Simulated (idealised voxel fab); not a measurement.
Herein follows the process module entitled voxel plated lines.
The cross-section on display is named cut; it measures 225 nm wide, and its cells are 5 nm squares.
Notation: cross-section as square-cell grid; stated in bands, top first, going down; one or more cell rows per band. What a band's entry tells you: where the top is and where the bottom is, as heights in nm, and after that what lies inside, material by material from left to right, each with its width in nm. Empty space is written as the word "empty", and a single material marked with the word "all across" occupies the band from edge to edge. Basically, 0 is our baseline, since under it the wafer straight out of the box is all one material. The bottom band has no lower end and keeps on going down, so it looks like "0 down". So if you see something like "30->40" for the width, read it as the top row of the band sitting at the first number and the bottom row at the second, with every row in between moving by the same amount as the last. A step reported as "no change occurred" is a step in which no cell of the cross-section changed. Closed empty spaces (no open way to the top) of 8 cells or more are what "Closed cavity list" lists, each as width x height at distance from the left edge, nm for all three. Anything after a step's settings on that line? It's the simulator's own note about the step. The setting "overlay nm" may be written on the line of a step. When the step uses a mask, the value reports how far to the right of the planned place the mask lay, and a negative value reports that it lay to the left.
The process steps that were planned are listed below:
1) RECEIVE,material Si
2) CONFORMAL_DEP,material SiN,thk nm 10
3) DIRECTIONAL_DEP,material TiN,thk nm 5
4) PATTERN,tone open,mask id LINES,material resist,width nm 30,pitch nm 45,thk nm 40,overlay nm 0
5) EPI,material Ru,thk nm 5
6) EPI,material Ru,thk nm 10
7) EPI,material Ru,thk nm 5
8) STRIP,etch materials resist
9) DIRECTIONAL_ETCH,etch materials TiN,depth nm 5
10) CONFORMAL_DEP,material SiO2,thk nm 10
Cross-sectional view of the wafer in its as-received condition, corresponding to the state after step 1:
    0 down  Si all across
    Closed cavity list: none
Cross-sectional view of the first of the two wafers upon completion of the module, processed in accordance with the plan:
    45 to 35  empty 65 nm, then SiO2 95 nm, then empty 65 nm
    35 to 20  empty 65 nm, then SiO2 10 nm, then Ru 30 nm, then SiO2 15 nm, then Ru 30 nm, then SiO2 10 nm, then empty 65 nm
    20 to 15  SiO2 75 nm, then Ru 30 nm, then SiO2 15 nm, then Ru 30 nm, then SiO2 75 nm
    15 to 10  SiO2 75 nm, then TiN 30 nm, then SiO2 15 nm, then TiN 30 nm, then SiO2 75 nm
    10 to 0  SiN all across
    0 down  Si all across
    Closed cavity list: none
This is the second of the two wafers, cross-sectioned at the end of the module; it started exactly like the first and was given the same plan, but it was run with one mistake:
    45 to 35  empty 70 nm, then SiO2 40 nm, then empty 5 nm, then SiO2 40 nm, then empty 70 nm
    35 to 20  empty 70 nm, then SiO2 10 nm, then Ru 20 nm, then SiO2 10 nm, then empty 5 nm, then SiO2 10 nm, then Ru 20 nm, then SiO2 10 nm, then empty 70 nm
    20 to 15  SiO2 80 nm, then Ru 20 nm, then SiO2 25 nm, then Ru 20 nm, then SiO2 80 nm
    15 to 10  SiO2 80 nm, then TiN 20 nm, then SiO2 25 nm, then TiN 20 nm, then SiO2 80 nm
    10 to 0  SiN all across
    0 down  Si all across
    Closed cavity list: none
Processing error: step 4 ran as: PATTERN,tone open,mask id LINES,material resist,width nm 20,pitch nm 45,thk nm 40,overlay nm 0
Once processing is complete, comparing cell counts shows that the second wafer has more or fewer of certain materials than the first: 16 fewer of Ru, 5 more of SiO2, 4 fewer of TiN
